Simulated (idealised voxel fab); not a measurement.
Process module, titled voxel self aligned contacts
Section cut is 235 nm wide and gridded with 5 nm square cells.
A cross-section is a grid of square cells, given in bands from the top down. A band is one or more rows of cells.
Band: top and bottom heights (nm) first, top before bottom; then materials from left to right, widths in nm. "edge to edge" marks a sole material filling the band edge to edge. "air" denotes empty space.
We count height from 0. Below that, the starting wafer is all one material. The lowest band never ends at the bottom but goes on down; see "0..down" for how that is written.
So if you see something like "30..40" for the width, read it as the top row of the band sitting at the first number and the bottom row at the second, with every row in between moving by the same amount as the last.
You'll sometimes find "no modifications" written for a step, and that's the way of saying that nowhere in the cross-section did a cell change during that step.
Basically, "Trapped cavities" tells you about the enclosed voids: empty spaces with no open way to the top, 8 cells or bigger, each written width x height at distance, where distance is from the left edge, all in nm.
If you see something after the settings on a step's line, that's the simulator's own remark about that step.
"overlay nm", when on a step's line for a step with a mask, measures how far to the right of its planned place the mask lay; a negative measure means to the left.
-- This section lists the process steps that were planned
1. RECEIVE, material Si
2. CONFORMAL_DEP, material SiO2, thk nm 5
3. DIRECTIONAL_DEP, material polySi, thk nm 20
4. DIRECTIONAL_DEP, material SiN, thk nm 20
5. DIRECTIONAL_DEP, material aC, thk nm 10
6. PATTERN, tone cover, mask id GATE, material resist, width nm 35, pitch nm 75, thk nm 25, overlay nm -10
7. DIRECTIONAL_ETCH, etch materials aC, depth nm 10
8. STRIP, etch materials resist
9. DIRECTIONAL_ETCH, etch materials SiN, depth nm 20
10. DIRECTIONAL_ETCH, etch materials polySi, depth nm 20
11. STRIP, etch materials aC
12. CONFORMAL_DEP, material SiN, thk nm 10
13. DIRECTIONAL_ETCH, etch materials SiN, depth nm 10
14. FILL_DEP, material SiO2, thk nm 20
15. CMP, height nm 55
16. PATTERN, tone open, mask id CONTACT, material resist, width nm 60, pitch nm 75, thk nm 15, overlay nm 0
17. DIRECTIONAL_ETCH, etch materials SiO2, depth nm 55
18. STRIP, etch materials resist
19. CONFORMAL_DEP, material TiN, thk nm 5
20. FILL_DEP, material W, thk nm 5
21. CMP, height nm 55
22. CONFORMAL_DEP, material SiN, thk nm 5
Keep in mind the plan's value for the overlay nm of step 6 comes from the first wafer; the wafers don't share that setting, but they do share the same starting point.
-- Cross-section of the first of several received wafers, showing its state after step 1
> 0..down | Si edge to edge
> Trapped cavities: none
-- The following table contains a row per wafer, in which are reported, at the conclusion of the module, the cells of each material gained (+) or lost (-) since the wafer's receipt, with its closed voids given thereafter
overlay nm -10 | +227 SiN | +133 SiO2 | +64 TiN | +56 W | +84 polySi | Trapped cavities: none
overlay nm -5 | +227 SiN | +133 SiO2 | +64 TiN | +56 W | +84 polySi | Trapped cavities: none
overlay nm 0 | +227 SiN | +133 SiO2 | +64 TiN | +56 W | +84 polySi | Trapped cavities: none
overlay nm 5 | +227 SiN | +133 SiO2 | +64 TiN | +56 W | +84 polySi | Trapped cavities: none
overlay nm 10 | +227 SiN | +133 SiO2 | +64 TiN | +56 W | +84 polySi | Trapped cavities: none
